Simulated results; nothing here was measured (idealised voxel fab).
The process module presented herein is designated voxel lift off.
Square cell edge 5 nm, section width 220 nm, ID cut.
Cross-section spec: square-cell grid; bands listed top down; each band is one or more rows. Quick guide to a band line: top height, bottom height (nm) up front; then every material left to right with its width in nm. Only one material and it's marked "everywhere"? Then it fills the band edge to edge. And "empty" just means empty space. Height reference: 0 = level under which incoming wafer is all one material. Lowest band: no bottom, runs on downward, e.g. "top 0, no bottom". The notation "30->40" denotes a width that varies across the rows of cells in the band, beginning at the first number in the top row, finishing at the second number in the bottom row, and changing by an identical amount from each row to the next. "no alteration" (step): cross-section cells unchanged, all of them. So "Enclosed voids" is basically the list of trapped voids: any empty space of 8 cells or more that can't reach the top through an opening. They're written width x height at distance, the distance being from the left edge, and it's all nm. Read whatever lies past the settings on a step's line as the simulator's own remark about the step. "overlay nm" on a masked step: distance the mask lay right of its planned place, negative for left.

# Process steps - plan
- 1: op RECEIVE | material Si
- 2: op CONFORMAL_DEP | material SiN | thk nm 15
- 3: op PATTERN | tone open | mask id LINES | material resist | width nm 25 | pitch nm 40 | thk nm 20 | overlay nm 0
- 4: op DIRECTIONAL_DEP | material Ru | thk nm 5
- 5: op STRIP | etch materials resist
- 6: op CONFORMAL_DEP | material SiN | thk nm 5

# Incoming wafer, cross-sectional view, post step 1
	top 0, no bottom = Si everywhere
	Enclosed voids: none

# Cross-section at module end, one run error; start and plan unchanged from above
	top 20, bottom 15 = 55 nm empty; 25 nm Ru; 15 nm empty; 25 nm Ru; 15 nm empty; 25 nm Ru; 60 nm empty
	top 15, bottom 0 = SiN everywhere
	top 0, no bottom = Si everywhere
	Enclosed voids: none
Misprocessing identified: step 6 of the plan: omitted, not performed
